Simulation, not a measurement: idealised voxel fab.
Herein follows the process module entitled voxel capacitor over wiring.
The cross-section on display is named cut; it measures 185 nm wide, and its cells are 5 nm squares.
This document writes a cross-section as a grid whose cells are square, and gives it as bands, listed from the top down; one or more rows of cells form a band.
A band entry consists of two parts. The first gives the height of the band's top and the height of its bottom, in nm. The rest lists the band's materials from left to right, each with its width in nm. A single material labelled with the word "edge to edge" fills the band from edge to edge, and the word "air" marks empty space.
It should be noted that heights are counted from 0, beneath which the wafer as supplied is of one material throughout, and that the lowest band possesses no lower boundary but continues downward, as written in "0..down".
Top row gets the first number, bottom row gets the second, and each row in between changes by the same step: that is how a band width like "30->40" works.
"left unchanged" after a step means that no cell of the cross-section changed.
Listed in "Sealed void inventory": every empty space of 8 or more cells without an open way to the top. Form: width x height at distance, the distance being from the left edge, all in nm.
Post-settings text on a step line: simulator's own remark regarding the step.
overlay nm: how far to the right of its planned place the mask lay on this masked step (negative: to the left).

**The process steps that were planned are listed below**
1: RECEIVE: material Si
2: CONFORMAL_DEP: material SiO2, thk nm 10
3: CONFORMAL_DEP: material SiCN, thk nm 5
4: DIRECTIONAL_DEP: material lowk, thk nm 15
5: MASKED_ETCH: tone open, mask id METAL_1, width nm 30, pitch nm 85, etch materials lowk, depth nm 15, overlay nm 0
6: MASKED_ETCH: tone open, mask id METAL_1, width nm 30, pitch nm 85, etch materials SiCN, depth nm 5, overlay nm 0
7: CONFORMAL_DEP: material TiN, thk nm 5
8: FILL_DEP: material Cu, thk nm 5
9: CMP: height nm 30
10: CONFORMAL_DEP: material SiCN, thk nm 5
11: DIRECTIONAL_DEP: material SiO2, thk nm 10
12: PATTERN: tone open, mask id PLUG_1, material resist, width nm 15, thk nm 20, overlay nm 0
13: DIRECTIONAL_ETCH: etch materials SiO2, depth nm 10
14: DIRECTIONAL_ETCH: etch materials SiCN, depth nm 5
15: STRIP: etch materials resist
16: CONFORMAL_DEP: material TiN, thk nm 5
17: FILL_DEP: material Cu, thk nm 5
18: CMP: height nm 45
19: DIRECTIONAL_DEP: material TiN, thk nm 5
20: DIRECTIONAL_DEP: material SiN, thk nm 5
21: DIRECTIONAL_DEP: material TiN, thk nm 5
22: PATTERN: tone cover, mask id UPPER_PLATE, material resist, width nm 60, thk nm 20, overlay nm 0
23: DIRECTIONAL_ETCH: etch materials TiN, depth nm 5
24: DIRECTIONAL_ETCH: etch materials SiN, depth nm 5
25: STRIP: etch materials resist
26: PATTERN: tone cover, mask id LOWER_PLATE, material resist, width nm 70, thk nm 20, overlay nm -15
27: DIRECTIONAL_ETCH: etch materials TiN, depth nm 5
28: STRIP: etch materials resist
29: FILL_DEP: material SiO2, thk nm 20
30: CMP: height nm 75
31: MASKED_ETCH: tone open, mask id PLUG_2, width nm 15, etch materials SiO2, depth nm 15, overlay nm 0
32: CONFORMAL_DEP: material TiN, thk nm 5
33: FILL_DEP: material Ru, thk nm 5
34: CMP: height nm 75
35: CONFORMAL_DEP: material SiCN, thk nm 5
All wafers enter the flow in the same state. The overlay nm at step 26 differs from wafer to wafer, and the plan gives the value for the first wafer.

**As-received state after step 1, first of several wafers, cross-section**
0..down = Si edge to edge
Sealed void inventory: none

**Post step 35, the closing step of the module: first of several wafers, cross-sectioned**
80..75 = SiCN edge to edge
75..65 = 60 nm SiO2 | 5 nm TiN | 5 nm Ru | 5 nm TiN | 110 nm SiO2
65..55 = 60->50 nm SiO2 | 15->50 nm TiN | 110->85 nm SiO2
55..50 = 50 nm SiO2 | 60 nm SiN | 75 nm SiO2
50..45 = 30 nm SiO2 | 80 nm TiN | 75 nm SiO2
45..35 = 50 nm SiO2 | 5 nm TiN | 5 nm Cu | 5 nm TiN | 120 nm SiO2
35..30 = 50 nm SiCN | 15 nm TiN | 120 nm SiCN
30..15 = 35 nm lowk | 5 nm TiN | 20 nm Cu | 5 nm TiN | 55 nm lowk | 5 nm TiN | 20 nm Cu | 5 nm TiN | 35 nm lowk
15..10 = 35 nm SiCN | 30 nm TiN | 55 nm SiCN | 30 nm TiN | 35 nm SiCN
10..0 = SiO2 edge to edge
0..down = Si edge to edge
Sealed void inventory: none

**End of module: cross-section, last of several wafers**
80..75 = SiCN edge to edge
75..65 = 60 nm SiO2 | 5 nm TiN | 5 nm Ru | 5 nm TiN | 110 nm SiO2
65..55 = 60 nm SiO2 | 15->50 nm TiN | 110->75 nm SiO2
55..50 = 50 nm SiO2 | 60 nm SiN | 75 nm SiO2
50..45 = 50 nm SiO2 | 80 nm TiN | 55 nm SiO2
45..35 = 50 nm SiO2 | 5 nm TiN | 5 nm Cu | 5 nm TiN | 120 nm SiO2
35..30 = 50 nm SiCN | 15 nm TiN | 120 nm SiCN
30..15 = 35 nm lowk | 5 nm TiN | 20 nm Cu | 5 nm TiN | 55 nm lowk | 5 nm TiN | 20 nm Cu | 5 nm TiN | 35 nm lowk
15..10 = 35 nm SiCN | 30 nm TiN | 55 nm SiCN | 30 nm TiN | 35 nm SiCN
10..0 = SiO2 edge to edge
0..down = Si edge to edge
Sealed void inventory: none

**Rows = wafers. At module end, each row lists per material the cells gained (+) or lost (-) since the wafer was received, then the closed voids**
overlay nm -15, +26 Cu, +2 Ru, +96 SiCN, +12 SiN, +317 SiO2, +64 TiN, +75 lowk, Sealed void inventory: none
overlay nm -10, +26 Cu, +2 Ru, +96 SiCN, +12 SiN, +317 SiO2, +64 TiN, +75 lowk, Sealed void inventory: none
overlay nm -5, +26 Cu, +2 Ru, +96 SiCN, +12 SiN, +317 SiO2, +64 TiN, +75 lowk, Sealed void inventory: none
overlay nm 0, +26 Cu, +2 Ru, +96 SiCN, +12 SiN, +317 SiO2, +64 TiN, +75 lowk, Sealed void inventory: none
overlay nm 5, +26 Cu, +2 Ru, +96 SiCN, +12 SiN, +317 SiO2, +64 TiN, +75 lowk, Sealed void inventory: none
overlay nm 10, +26 Cu, +2 Ru, +96 SiCN, +12 SiN, +317 SiO2, +64 TiN, +75 lowk, Sealed void inventory: none
overlay nm 15, +26 Cu, +2 Ru, +96 SiCN, +12 SiN, +317 SiO2, +64 TiN, +75 lowk, Sealed void inventory: none
